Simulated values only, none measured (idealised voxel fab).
Documented hereafter: the process module known as voxel released beams.
Cross-section cut spans 180 nm and uses square cells 5 nm in size.
Cross-section format: a grid of square cells, given as bands from top to bottom; each band is one or more rows of cells. The band entry comprises the height of the band's top followed by the height of its bottom, expressed in nm, and subsequently the band's materials from left to right, each stated together with its width in nm. Where a single material is marked with the word "edge to edge", that material fills the band from edge to edge. The word "empty" represents empty space. Heights are measured from 0, the level below which the as-received wafer is all one material; the lowest band has no bottom and continues downward, written as in "0 nm and below". Width spec "30 to 40" -> top row of cells at first value, bottom row at second value, equal per-row change in between. Reading "no change" for a step: not a cell of the cross-section changed in it. "Tabulated closed voids": sealed empty spaces, 8 cells or more, no open way to top, listed width x height at distance, with distance from the left edge and width, height and distance in nm. Post-settings text on a step line: simulator's own remark regarding the step. The line of a step may include "overlay nm". On a step with a mask, this value is how far to the right of its planned place the mask lay. A negative value means the mask lay to the left.
## Planned process steps
1) RECEIVE [material Si]
2) CONFORMAL_DEP [material Al2O3] [thk nm 5]
3) DIRECTIONAL_DEP [material SiO2] [thk nm 15]
4) DIRECTIONAL_DEP [material aC] [thk nm 15]
5) PATTERN [tone open] [mask id ANCHOR] [material resist] [width nm 30] [thk nm 35] [overlay nm 0]
6) DIRECTIONAL_ETCH [etch materials aC] [depth nm 15]
7) STRIP [etch materials resist]
8) DIRECTIONAL_ETCH [etch materials SiO2] [depth nm 15]
9) STRIP [etch materials aC]
10) CONFORMAL_DEP [material polySi] [thk nm 10]
11) MASKED_ETCH [tone cover] [mask id BEAM] [width nm 80] [etch materials polySi] [depth nm 10] [overlay nm 0]
12) STRIP [etch materials SiO2]
## As received (post step 1): cross-section
* 0 nm and below = Si edge to edge
* Tabulated closed voids: none
## Cross-section: first of two wafers, module finished, run according to plan
* 30 nm to 20 nm = 45 nm empty; 15 nm polySi; 10 nm empty; 55 nm polySi; 55 nm empty
* 20 nm to 15 nm = 50 nm empty; 10 nm polySi; 10 nm empty; 10 nm polySi; 100 nm empty
* 15 nm to 5 nm = 50 nm empty; 30 nm polySi; 100 nm empty
* 5 nm to 0 nm = Al2O3 edge to edge
* 0 nm and below = Si edge to edge
* Tabulated closed voids: none
## Here is the second of the two wafers cut open at the end of the module - same start, same plan as the first one, but we made one mistake running it
* 25 nm to 15 nm = 45 nm empty; 15 nm polySi; 10 nm empty; 55 nm polySi; 55 nm empty
* 15 nm to 10 nm = 50 nm empty; 10 nm polySi; 10 nm empty; 10 nm polySi; 100 nm empty
* 10 nm to 0 nm = 50 nm empty; 30 nm polySi; 100 nm empty
* 0 nm and below = Si edge to edge
* Tabulated closed voids: none
So what did we get wrong on this run? step 2 from the plan never happened, it was just skipped
Per the end-of-run cell counts, the second wafer holds more or fewer of some materials than the first: Al2O3 -36
